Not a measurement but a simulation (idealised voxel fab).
voxel self aligned contacts: a process module
Square cells of 5 nm make up the cross-section cut, whose width is 230 nm.
Just so we're on the same page, the cross-sections are grids of square cells, and they're listed out in bands top to bottom, each band one or more rows deep.
What a band's entry tells you: where the top is and where the bottom is, as heights in nm, and after that what lies inside, material by material from left to right, each with its width in nm. Empty space is written as the word "air", and a single material marked with the word "all across" occupies the band from edge to edge.
The level at which height equals 0 is the one under which the wafer, as it arrives, is entirely one material. No lower edge exists for the bottom band, which continues downward and is notated as in "0 and below".
The notation "30..40" denotes a width that varies across the rows of cells in the band, beginning at the first number in the top row, finishing at the second number in the bottom row, and changing by an identical amount from each row to the next.
Given "changes: none" for a step, no cell of the cross-section differs between before and after that step.
Listed in "Closed void table": every empty space of 8 or more cells without an open way to the top. Form: width x height at distance, the distance being from the left edge, all in nm.
On each step's line, the part that comes after the settings is the simulator's own comment on the step.
For masked steps, "overlay nm" on the step line gives how far right of plan the mask actually lay; a minus sign means it lay to the left.

Planned step list for the process
| 1 | RECEIVE | material Si |
| 2 | CONFORMAL_DEP | material SiO2 | thk nm 5 |
| 3 | DIRECTIONAL_DEP | material polySi | thk nm 30 |
| 4 | DIRECTIONAL_DEP | material SiN | thk nm 20 |
| 5 | PATTERN | tone cover | mask id GATE | material resist | width nm 35 | pitch nm 60 | thk nm 15 | overlay nm 0 |
| 6 | DIRECTIONAL_ETCH | etch materials SiN | depth nm 20 |
| 7 | DIRECTIONAL_ETCH | etch materials polySi | depth nm 30 |
| 8 | STRIP | etch materials resist |
| 9 | CONFORMAL_DEP | material SiN | thk nm 5 |
| 10 | DIRECTIONAL_ETCH | etch materials SiN | depth nm 5 |
| 11 | FILL_DEP | material SiO2 | thk nm 20 |
| 12 | CMP | height nm 65 |
| 13 | PATTERN | tone open | mask id CONTACT | material resist | width nm 35 | thk nm 15 | overlay nm 0 |
| 14 | DIRECTIONAL_ETCH | etch materials SiO2 | depth nm 65 |
| 15 | STRIP | etch materials resist |
| 16 | CONFORMAL_DEP | material TiN | thk nm 5 |
| 17 | FILL_DEP | material Ru | thk nm 10 |
| 18 | CMP | height nm 65 |
| 19 | CONFORMAL_DEP | material SiCN | thk nm 5 |

Wafer cross-section on receipt, i.e. after step 1
- 0 and below = Si all across
- Closed void table: none

Same starting wafer, same plan as above, one mistake in the execution; this is the cross-section at the end of the module
- 70 down to 65 = SiCN all across
- 65 down to 55 = 90..55 nm Ru  5..40 nm TiN  35 nm SiO2  5..40 nm TiN  95..60 nm Ru
- 55 down to 35 = 55 nm Ru  5 nm TiN  45 nm SiN  15 nm SiO2  45 nm SiN  5 nm TiN  60 nm Ru
- 35 down to 5 = 55 nm Ru  5 nm TiN  5 nm SiN  35 nm polySi  5 nm SiN  15 nm SiO2  5 nm SiN  35 nm polySi  5 nm SiN  5 nm TiN  60 nm Ru
- 5 down to 0 = 60 nm TiN  105 nm SiO2  65 nm TiN
- 0 and below = Si all across
- Closed void table: none
So what did we get wrong on this run? step 13 ran with different settings than intended, the actual operation and settings being PATTERN | tone cover | mask id CONTACT | material resist | width nm 35 | thk nm 15 | overlay nm 0
